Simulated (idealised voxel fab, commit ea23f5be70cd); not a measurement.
A process module follows: voxel lift off.
Cross-sectional view cut (width: 285 nm; square cell size: 5 nm).
A cross-section is written here as square cells arranged in a grid, and it is given in bands from the top down, each band taking up one or more rows of cells. Each band's line starts with the height of the band's top and of its bottom, in nm. Then come its materials from left to right, each with its width in nm. One material with "all across" fills the band from edge to edge. "blank" is empty space. Convention: height 0 is the level below which the wafer, as received, is all one material. The lowest band does not terminate at the bottom but continues downward, represented as "0 nm and below". When a width is written as two numbers, as in "30 to 40", the first number is the width in the top row of cells of the band and the second is the width in its bottom row, and the width changes by the same amount from each row to the next. Any step labelled "changes: none" changed none of the cells in the cross-section. Basically, "Fully sealed voids" tells you about the enclosed voids: empty spaces with no open way to the top, 8 cells or bigger, each written width x height at distance, where distance is from the left edge, all in nm. Read whatever lies past the settings on a step's line as the simulator's own remark about the step. "overlay nm" denotes, for a step that has a mask, the displacement of the mask to the right of its planned place, with negative values corresponding to the left.

# The steps planned for the process are as follows
1) RECEIVE, material Si
2) CONFORMAL_DEP, material SiO2, thk nm 10
3) PATTERN, tone open, mask id LINES, material resist, width nm 25, pitch nm 40, thk nm 20, overlay nm 0
4) DIRECTIONAL_DEP, material Ru, thk nm 5
5) STRIP, etch materials resist
6) CONFORMAL_DEP, material SiN, thk nm 10

# The cross-section here shows the wafer as received, i.e. in its state after step 1
  0 nm and below  Si all across
  Fully sealed voids: none

# Final cross-section, module run with one mistake (start and plan as above)
  15 nm to 10 nm  blank 110, then Ru 25, then blank 15, then Ru 25, then blank 110
  10 nm to 0 nm  SiO2 all across
  0 nm and below  Si all across
  Fully sealed voids: none
It is concluded that the wafer was processed incorrectly with respect to the plan, in that step 6 of the plan did not run at all; it was left out
